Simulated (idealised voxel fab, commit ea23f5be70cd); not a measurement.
Module name: voxel double patterning (process module)
The width of the displayed cross-section, cut, is 210 nm; its cells are square, with a size of 5 nm.
For the purposes of this document, a cross-section shall be understood as a grid of square cells, specified as bands listed in top-to-bottom order, each band consisting of one or more rows of cells.
Basically the band line says how high the top is and how high the bottom is, in nm, and then what's in it from left to right, every material with its width in nm. Empty space shows up as "empty", and if a single material carries "all across" it runs the full band edge to edge.
For the purposes of this specification, 0 denotes the height below which the wafer in its as-received condition is composed wholly of one material, and the lowermost band, lacking a lower limit, extends downward without end, as expressed in "from 0 down".
A two-number width, for instance "30 to 40", indicates that the width is equal to the first number in the top row of the band and to the second number in the bottom row, and that it changes by a constant amount per row of cells.
"nothing altered" after a step means that no cell of the cross-section changed.
"Trapped cavities" means: voids of 8 cells or more that are shut off from the top with no open way through. Written width x height at distance, distance from the left edge, in nm.
after a step's settings: what the simulator itself notes on the step
"overlay nm" denotes, for a step that has a mask, the displacement of the mask to the right of its planned place, with negative values corresponding to the left.
THIS SECTION LISTS THE PROCESS STEPS THAT WERE PLANNED
1) RECEIVE,material Si
2) CONFORMAL_DEP,material SiO2,thk nm 5
3) DIRECTIONAL_DEP,material W,thk nm 20
4) DIRECTIONAL_DEP,material SiN,thk nm 10
5) DIRECTIONAL_DEP,material aC,thk nm 10
6) PATTERN,tone open,mask id FIRST,material resist,width nm 15,pitch nm 50,thk nm 30,overlay nm 0
7) DIRECTIONAL_ETCH,etch materials aC,depth nm 10
8) STRIP,etch materials resist
9) DIRECTIONAL_ETCH,etch materials SiN,depth nm 10
10) STRIP,etch materials aC
11) DIRECTIONAL_DEP,material aC,thk nm 15
12) PATTERN,tone open,mask id SECOND,material resist,width nm 15,thk nm 35,overlay nm 0
13) DIRECTIONAL_ETCH,etch materials aC,depth nm 15
14) STRIP,etch materials resist
15) DIRECTIONAL_ETCH,etch materials SiN,depth nm 10
16) STRIP,etch materials aC
17) DIRECTIONAL_ETCH,etch materials W,depth nm 20
18) STRIP,etch materials SiN
DELIVERED WAFER IN CROSS-SECTION: STATE AFTER STEP 1
from 0 down: Si all across
Trapped cavities: none
HERE'S THE CROSS-SECTION OF THE FIRST OF OUR TWO WAFERS AT THE END OF THE MODULE - IT RAN AS PLANNED
from 25 to 5: W 70 nm, empty 15 nm, W 10 nm, empty 15 nm, W 10 nm, empty 15 nm, W 75 nm
from 5 to 0: SiO2 all across
from 0 down: Si all across
Trapped cavities: none
SAME START, SAME PLAN AS THE FIRST WAFER - BUT ONE MISTAKE IN THE RUN. CROSS-SECTION OF THE SECOND OF THE TWO AT THE END OF THE MODULE
from 15 to 5: W 70 nm, empty 15 nm, W 10 nm, empty 15 nm, W 10 nm, empty 15 nm, W 75 nm
from 5 to 0: SiO2 all across
from 0 down: Si all across
Trapped cavities: none
Error vs. plan: step 3 did not happen as planned, as run it was DIRECTIONAL_DEP,material W,thk nm 10
Count the cells at the end and the second wafer has more or fewer of some materials than the first: W: 66 fewer
